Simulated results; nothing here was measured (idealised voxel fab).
process module | voxel released beams
cross-section cut | 230 nm wide | cells 5 nm
A cross-section is a grid of square cells, given in bands from the top down. A band is one or more rows of cells.
Each band's line starts with the height of the band's top and of its bottom, in nm. Then come its materials from left to right, each with its width in nm. One material with "throughout" fills the band from edge to edge. "air" is empty space.
Height 0 is the level under which the wafer as received is all one material. The lowest band goes on downwards, as in "0 down".
A width such as "30 to 40" changes by the same amount from each row of cells to the next, from the band's top row to its bottom row.
"no change" after a step means that no cell of the cross-section changed.
closed voids: empty space of 8 cells or more with no open way to the top, each as width x height at its distance from the left edge, in nm
after a step's settings: what the simulator itself notes on the step
overlay nm, on a step with a mask: how far to the right of its planned place the mask lay; to the left if negative
plan
1 op RECEIVE | material Si
2 op CONFORMAL_DEP | material SiN | thk nm 5
3 op DIRECTIONAL_DEP | material SiO2 | thk nm 10
4 op PATTERN | tone open | mask id ANCHOR | material resist | width nm 25 | thk nm 20 | overlay nm 0
5 op DIRECTIONAL_ETCH | etch materials SiO2 | depth nm 10
6 op STRIP | etch materials resist
7 op CONFORMAL_DEP | material polySi | thk nm 10
8 op DIRECTIONAL_DEP | material aC | thk nm 10
9 op PATTERN | tone cover | mask id BEAM | material resist | width nm 95 | thk nm 30 | overlay nm 0
10 op DIRECTIONAL_ETCH | etch materials aC | depth nm 10
11 op STRIP | etch materials resist
12 op DIRECTIONAL_ETCH | etch materials polySi | depth nm 10
13 op STRIP | etch materials aC
14 op STRIP | etch materials SiO2
as received, after step 1
  0 down: Si throughout
  closed voids: none
first wafer at the end, as planned
  25 to 15: air 65 | polySi 15 | air 5 | polySi 75 | air 70
  15 to 5: air 70 | polySi 25 | air 135
  5 to 0: SiN throughout
  0 down: Si throughout
  closed voids: none
second wafer at the end: like start, like plan, one mistake
  35 to 25: SiN 80 | air 5 | SiN 145
  25 to 15: polySi 80 | SiN 5 | polySi 145
  15 to 5: SiO2 70 | polySi 25 | SiO2 135
  5 to 0: SiN throughout
  0 down: Si throughout
  closed voids: none
what went wrong: step 8 ran as: op DIRECTIONAL_DEP | material SiN | thk nm 10
at the end the second wafer has, in cells: 92 more of SiN | 82 more of SiO2 | 54 more of polySi
